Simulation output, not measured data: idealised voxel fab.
Module name: voxel tone inversion (process module)
Section cut is 170 nm wide and gridded with 5 nm square cells.
Bands, listed from the top down, are how a cross-section gets written in this document; the cross-section itself is a grid of square cells, and a band is one or more rows of them.
In this notation a band is specified by the heights of its top and bottom, in that order and in nm, after which its materials appear from left to right, each paired with its width in nm. The word "all across" attached to a single material means that material fills the band from edge to edge; the word "empty" stands for empty space.
Height datum 0, below which the as-received substrate wafer is one material. Lowest band open at the bottom, running downward: "0 and below".
Per-row width for "30->40": begins at first number (top row of band), ends at second number (bottom row), increment between rows held constant.
It should be understood that the words "nothing altered", when stated for a given step, signify that the cross-section underwent no change in any of its cells during that step.
This entry, "Fully closed voids", enumerates those empty regions of no fewer than 8 cells that possess no open connection to the top. Each region is reported in the form width x height at distance, the distance being taken from the left edge, with all three quantities expressed in nm.
If you see something after the settings on a step's line, that's the simulator's own remark about that step.
The optional step-line setting "overlay nm" applies to steps with a mask and quantifies how far to the right of its planned location the mask lay, a negative value indicating leftward placement.

**The following list gives the planned process steps**
- 1: RECEIVE [material Si]
- 2: CONFORMAL_DEP [material SiN] [thk nm 10]
- 3: DIRECTIONAL_DEP [material polySi] [thk nm 20]
- 4: PATTERN [tone cover] [mask id POSTS] [material resist] [width nm 15] [pitch nm 45] [thk nm 25] [overlay nm 0]
- 5: DIRECTIONAL_ETCH [etch materials polySi] [depth nm 20]
- 6: STRIP [etch materials resist]
- 7: FILL_DEP [material lowk] [thk nm 10]
- 8: CMP [height nm 30]
- 9: STRIP [etch materials polySi]
- 10: CONFORMAL_DEP [material TiN] [thk nm 5]
- 11: FILL_DEP [material Cu] [thk nm 10]
- 12: CMP [height nm 30]
- 13: CONFORMAL_DEP [material SiCN] [thk nm 5]

**The following pertains to the first of two wafers, which was processed as planned**

**Cross-sectional view of the wafer in its as-received condition, corresponding to the state after step 1**
    0 and below = Si all across
    Fully closed voids: none

**Step 2 complete: cross-section through the wafer**
    10 down to 0 = SiN all across
    Below a height of 0, the structure has not been altered.

**Step 3 complete: cross-section through the wafer**
    30 down to 10 = polySi all across
    Below a height of 10, the structure has not been altered.

**Step 4 complete: cross-section through the wafer**
    55 down to 30 = empty 30, resist 15, empty 30, resist 15, empty 30, resist 15, empty 35
    Below a height of 30, the structure has not been altered.

**Step 5 complete: cross-section through the wafer**
    55 down to 30 = empty 30, resist 15, empty 30, resist 15, empty 30, resist 15, empty 35
    30 down to 10 = empty 30, polySi 15, empty 30, polySi 15, empty 30, polySi 15, empty 35
    Below a height of 10, the structure has not been altered.

**Step 6 complete: cross-section through the wafer**
    30 down to 10 = empty 30, polySi 15, empty 30, polySi 15, empty 30, polySi 15, empty 35
    Below a height of 10, the structure has not been altered.

**Step 7 complete: cross-section through the wafer**
    40 down to 30 = lowk all across
    30 down to 10 = lowk 30, polySi 15, lowk 30, polySi 15, lowk 30, polySi 15, lowk 35
    Below a height of 10, the structure has not been altered.

**Step 8 complete: cross-section through the wafer**
    30 down to 10 = lowk 30, polySi 15, lowk 30, polySi 15, lowk 30, polySi 15, lowk 35
    Below a height of 10, the structure has not been altered.

**Step 9 complete: cross-section through the wafer**
    30 down to 10 = lowk 30, empty 15, lowk 30, empty 15, lowk 30, empty 15, lowk 35
    Below a height of 10, the structure has not been altered.

**Step 10 complete: cross-section through the wafer**
    35 down to 30 = TiN 35, empty 5, TiN 40, empty 5, TiN 40, empty 5, TiN 40
    30 down to 15 = lowk 30, TiN 5, empty 5, TiN 5, lowk 30, TiN 5, empty 5, TiN 5, lowk 30, TiN 5, empty 5, TiN 5, lowk 35
    15 down to 10 = lowk 30, TiN 15, lowk 30, TiN 15, lowk 30, TiN 15, lowk 35
    Below a height of 10, the structure has not been altered.

**Step 11 complete: cross-section through the wafer**
    45 down to 35 = Cu all across
    35 down to 30 = TiN 35, Cu 5, TiN 40, Cu 5, TiN 40, Cu 5, TiN 40
    30 down to 15 = lowk 30, TiN 5, Cu 5, TiN 5, lowk 30, TiN 5, Cu 5, TiN 5, lowk 30, TiN 5, Cu 5, TiN 5, lowk 35
    Below a height of 15, the structure has not been altered.

**Step 12 complete: cross-section through the wafer**
    30 down to 15 = lowk 30, TiN 5, Cu 5, TiN 5, lowk 30, TiN 5, Cu 5, TiN 5, lowk 30, TiN 5, Cu 5, TiN 5, lowk 35
    Below a height of 15, the structure has not been altered.

**Step 13 complete: cross-section through the wafer**
    35 down to 30 = SiCN all across
    Below a height of 30, the structure has not been altered.

**Notes, second wafer: start = first wafer's, plan = first wafer's, execution had one mistake; history identical to first through step 11**

**when step 12 should have ended**
    30 down to 15 = lowk 30, TiN 5, Cu 5, TiN 5, lowk 30, TiN 5, Cu 5, TiN 5, lowk 30, TiN 5, Cu 5, TiN 5, lowk 35
    Below a height of 15, the structure has not been altered.

**when step 13 should have ended**
    35 down to 30 = SiCN all across
    Below a height of 30, the structure has not been altered.
The mistake made against the process plan was this: heads up, step 12 of the plan got done twice
It should be noted that the final cross-sections of the two wafers coincide, and the mistake therefore has no effect on the output of this model.
